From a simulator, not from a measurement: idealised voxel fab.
The process module presented herein is designated voxel released beams.
Cross-section cut spans 160 nm and uses square cells 5 nm in size.
Cross-section layout: square cells on a grid; listed as bands, top to bottom; a band spans one or more cell rows. Within each band entry, the heights of the top and of the bottom of the band appear first, in that order and in nm; the materials of the band then follow from left to right, each with its corresponding width in nm. The designation "throughout" on a single material indicates that it fills the band from edge to edge; the designation "air" indicates empty space. The level at which height equals 0 is the one under which the wafer, as it arrives, is entirely one material. No lower edge exists for the bottom band, which continues downward and is notated as in "z 0 and below". The notation "30->40" denotes a width that varies across the rows of cells in the band, beginning at the first number in the top row, finishing at the second number in the bottom row, and changing by an identical amount from each row to the next. It should be understood that the words "remained the same", when stated for a given step, signify that the cross-section underwent no change in any of its cells during that step. Any empty space of 8 cells or more lacking an open way to the top shows up in "Enclosed void inventory" as width x height at distance, distance from the left edge, in nm. On a step's line, text after the settings is the simulator commenting on that step. overlay nm: mask right of planned place by this much (step with mask). Neg. = left.
# Steps planned for the process
| 1 | RECEIVE (material Si) |
| 2 | CONFORMAL_DEP (material Al2O3; thk nm 5) |
| 3 | DIRECTIONAL_DEP (material SiO2; thk nm 20) |
| 4 | DIRECTIONAL_DEP (material aC; thk nm 15) |
| 5 | PATTERN (tone open; mask id ANCHOR; material resist; width nm 35; thk nm 30; overlay nm 0) |
| 6 | DIRECTIONAL_ETCH (etch materials aC; depth nm 15) |
| 7 | STRIP (etch materials resist) |
| 8 | DIRECTIONAL_ETCH (etch materials SiO2; depth nm 20) |
| 9 | STRIP (etch materials aC) |
| 10 | CONFORMAL_DEP (material W; thk nm 10) |
| 11 | DIRECTIONAL_DEP (material aC; thk nm 10) |
| 12 | PATTERN (tone cover; mask id BEAM; material resist; width nm 110; thk nm 30; overlay nm 0) |
| 13 | DIRECTIONAL_ETCH (etch materials aC; depth nm 10) |
| 14 | STRIP (etch materials resist) |
| 15 | DIRECTIONAL_ETCH (etch materials W; depth nm 10) |
| 16 | STRIP (etch materials aC) |
| 17 | STRIP (etch materials SiO2) |
# Concerning the first of two wafers, which was run in accordance with the plan
# Cross-section: wafer on arrival = after step 1
- z 0 and below = Si throughout
- Enclosed void inventory: none
# Presented here is a cross-section of the wafer after step 2 has been performed
- z 5 to 0 = Al2O3 throughout
- Rest of section, below 0: as before.
# Presented here is a cross-section of the wafer after step 3 has been performed
- z 25 to 5 = SiO2 throughout
- Rest of section, below 5: as before.
# Presented here is a cross-section of the wafer after step 4 has been performed
- z 40 to 25 = aC throughout
- Rest of section, below 25: as before.
# Presented here is a cross-section of the wafer after step 5 has been performed
- z 70 to 40 = 25 nm resist, then 35 nm air, then 100 nm resist
- Rest of section, below 40: as before.
# Presented here is a cross-section of the wafer after step 6 has been performed
- z 55 to 40 = 25 nm resist, then 35 nm air, then 100 nm resist
- z 40 to 25 = 25 nm aC, then 35 nm air, then 100 nm aC
- Rest of section, below 25: as before.
# Presented here is a cross-section of the wafer after step 7 has been performed
- z 40 to 25 = 25 nm aC, then 35 nm air, then 100 nm aC
- Rest of section, below 25: as before.
# Presented here is a cross-section of the wafer after step 8 has been performed
- z 40 to 25 = 25 nm aC, then 35 nm air, then 100 nm aC
- z 25 to 5 = 25 nm SiO2, then 35 nm air, then 100 nm SiO2
- Rest of section, below 5: as before.
# Presented here is a cross-section of the wafer after step 9 has been performed
- z 25 to 5 = 25 nm SiO2, then 35 nm air, then 100 nm SiO2
- Rest of section, below 5: as before.
# Presented here is a cross-section of the wafer after step 10 has been performed
- z 35 to 25 = 35 nm W, then 15 nm air, then 110 nm W
- z 25 to 15 = 25 nm SiO2, then 10 nm W, then 15 nm air, then 10 nm W, then 100 nm SiO2
- z 15 to 5 = 25 nm SiO2, then 35 nm W, then 100 nm SiO2
- Rest of section, below 5: as before.
# Presented here is a cross-section of the wafer after step 11 has been performed
- z 45 to 35 = 35 nm aC, then 15 nm air, then 110 nm aC
- z 35 to 25 = 35 nm W, then 15 nm air, then 110 nm W
- z 25 to 15 = 25 nm SiO2, then 10 nm W, then 15 nm aC, then 10 nm W, then 100 nm SiO2
- Rest of section, below 15: as before.
# Presented here is a cross-section of the wafer after step 12 has been performed
- z 75 to 45 = 20 nm air, then 110 nm resist, then 30 nm air
- z 45 to 35 = 35 nm aC, then 15 nm resist, then 110 nm aC
- z 35 to 25 = 35 nm W, then 15 nm resist, then 110 nm W
- Rest of section, below 25: as before.
# Presented here is a cross-section of the wafer after step 13 has been performed
- z 65 to 45 = 20 nm air, then 110 nm resist, then 30 nm air
- z 45 to 35 = 20 nm air, then 15 nm aC, then 15 nm resist, then 80 nm aC, then 30 nm air
- Rest of section, below 35: as before.
# Presented here is a cross-section of the wafer after step 14 has been performed
- z 45 to 35 = 20 nm air, then 15 nm aC, then 15 nm air, then 80 nm aC, then 30 nm air
- z 35 to 25 = 35 nm W, then 15 nm air, then 110 nm W
- Rest of section, below 25: as before.
# Presented here is a cross-section of the wafer after step 15 has been performed
- z 45 to 35 = 20 nm air, then 15 nm aC, then 15 nm air, then 80 nm aC, then 30 nm air
- z 35 to 25 = 20 nm air, then 15 nm W, then 15 nm air, then 80 nm W, then 30 nm air
- Rest of section, below 25: as before.
# Presented here is a cross-section of the wafer after step 16 has been performed
- z 35 to 25 = 20 nm air, then 15 nm W, then 15 nm air, then 80 nm W, then 30 nm air
- z 25 to 15 = 25 nm SiO2, then 10 nm W, then 15 nm air, then 10 nm W, then 100 nm SiO2
- Rest of section, below 15: as before.
# Presented here is a cross-section of the wafer after step 17 has been performed
- z 35 to 25 = 20 nm air, then 15 nm W, then 15 nm air, then 80 nm W, then 30 nm air
- z 25 to 15 = 25 nm air, then 10 nm W, then 15 nm air, then 10 nm W, then 100 nm air
- z 15 to 5 = 25 nm air, then 35 nm W, then 100 nm air
- Rest of section, below 5: as before.
# For the second wafer, take the first wafer's start and plan, then add one mistake made in running it; everything through step 9, that step included, is shared with the first
# Second wafer: cross-section at the scheduled end of step 10
- z 35 to 25 = 35 nm Al2O3, then 15 nm air, then 110 nm Al2O3
- z 25 to 15 = 25 nm SiO2, then 10 nm Al2O3, then 15 nm air, then 10 nm Al2O3, then 100 nm SiO2
- z 15 to 5 = 25 nm SiO2, then 35 nm Al2O3, then 100 nm SiO2
- Rest of section, below 5: as before.
# Second wafer: cross-section at the scheduled end of step 11
- z 45 to 35 = 35 nm aC, then 15 nm air, then 110 nm aC
- z 35 to 25 = 35 nm Al2O3, then 15 nm air, then 110 nm Al2O3
- z 25 to 15 = 25 nm SiO2, then 10 nm Al2O3, then 15 nm aC, then 10 nm Al2O3, then 100 nm SiO2
- Rest of section, below 15: as before.
# Second wafer: cross-section at the scheduled end of step 12
- z 75 to 45 = 20 nm air, then 110 nm resist, then 30 nm air
- z 45 to 35 = 35 nm aC, then 15 nm resist, then 110 nm aC
- z 35 to 25 = 35 nm Al2O3, then 15 nm resist, then 110 nm Al2O3
- Rest of section, below 25: as before.
# Second wafer: cross-section at the scheduled end of step 13
- z 65 to 45 = 20 nm air, then 110 nm resist, then 30 nm air
- z 45 to 35 = 20 nm air, then 15 nm aC, then 15 nm resist, then 80 nm aC, then 30 nm air
- Rest of section, below 35: as before.
# Second wafer: cross-section at the scheduled end of step 14
- z 45 to 35 = 20 nm air, then 15 nm aC, then 15 nm air, then 80 nm aC, then 30 nm air
- z 35 to 25 = 35 nm Al2O3, then 15 nm air, then 110 nm Al2O3
- Rest of section, below 25: as before.
Second wafer: cross-section at the scheduled end of step 15: remained the same
# Second wafer: cross-section at the scheduled end of step 16
- z 35 to 25 = 35 nm Al2O3, then 15 nm air, then 110 nm Al2O3
- z 25 to 15 = 25 nm SiO2, then 10 nm Al2O3, then 15 nm air, then 10 nm Al2O3, then 100 nm SiO2
- Rest of section, below 15: as before.
Second wafer: cross-section at the scheduled end of step 17: remained the same
Processing error: heads up, step 10 didn't go per plan, it actually ran as CONFORMAL_DEP (material Al2O3; thk nm 10)
In the final state, the cell counts of the second wafer exceed or fall short of those of the first for the following materials: Al2O3: 80 more; SiO2: 100 more; W: 60 fewer
